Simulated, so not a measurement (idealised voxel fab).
The process module that follows is named voxel plated lines.
Displayed cross-section: cut, width of 240 nm, square cells sized 5 nm.
A cross-section is a grid of square cells, given in bands from the top down. A band is one or more rows of cells.
First you get the band's top height and its bottom height, in nm, and then the materials it's made of, left to right, with each width in nm. If you see a single material with "all across", that one covers the band edge to edge. "blank" is empty space.
Heights are expressed relative to 0, this being the level below which the as-received wafer comprises one material exclusively. The lowest band is unbounded in the downward direction and is denoted as in "0 down".
With a width like "30->40", each row of cells in the band differs from the next by the same amount, the top row carrying the first number and the bottom row the second.
It should be understood that the words "no change", when stated for a given step, signify that the cross-section underwent no change in any of its cells during that step.
Empty spaces without an open route to the top, at least 8 cells in extent, make up the entry "Closed empty spaces"; each is given as width x height at distance, where the distance is measured from the left edge, and all are in nm.
It should be noted that, on the line of a given step, the content following the step's settings is a remark produced by the simulator itself with respect to that step.
overlay nm: where the mask lay relative to plan, measured to the right, on steps with a mask; negatives go left.

PLAN
1) RECEIVE, material Si
2) CONFORMAL_DEP, material Al2O3, thk nm 10
3) DIRECTIONAL_DEP, material TiN, thk nm 5
4) PATTERN, tone open, mask id LINES, material resist, width nm 30, pitch nm 60, thk nm 30, overlay nm 0
5) EPI, material Ru, thk nm 10
6) EPI, material Ru, thk nm 10
7) STRIP, etch materials resist
8) DIRECTIONAL_ETCH, etch materials TiN, depth nm 5
9) CONFORMAL_DEP, material SiN, thk nm 5

THIS IS THE CROSS-SECTION OF THE WAFER AS WE RECEIVED IT, I.E. AFTER STEP 1
  0 down  Si all across
  Closed empty spaces: none

THE MODULE WAS RUN FROM THE START SHOWN ABOVE USING THE PLAN SHOWN ABOVE, BUT ONE MISTAKE WAS MADE DOING IT; THE RESULTING WAFER CROSS-SECTION IS BELOW
  40 to 35  blank 10 nm / SiN 40 nm / blank 20 nm / SiN 40 nm / blank 20 nm / SiN 40 nm / blank 20 nm / SiN 40 nm / blank 10 nm
  35 to 30  blank 10 nm / SiN 5 nm / Ru 30 nm / SiN 5 nm / blank 20 nm / SiN 5 nm / Ru 30 nm / SiN 5 nm / blank 20 nm / SiN 5 nm / Ru 30 nm / SiN 5 nm / blank 20 nm / SiN 5 nm / Ru 30 nm / SiN 5 nm / blank 10 nm
  30 to 25  SiN 15 nm / Ru 30 nm / SiN 30 nm / Ru 30 nm / SiN 30 nm / Ru 30 nm / SiN 30 nm / Ru 30 nm / SiN 15 nm
  25 to 15  Ru all across
  15 to 10  TiN all across
  10 to 0  Al2O3 all across
  0 down  Si all across
  Closed empty spaces: none
Where did the run depart from the plan? plan steps 4 and 5 run swapped
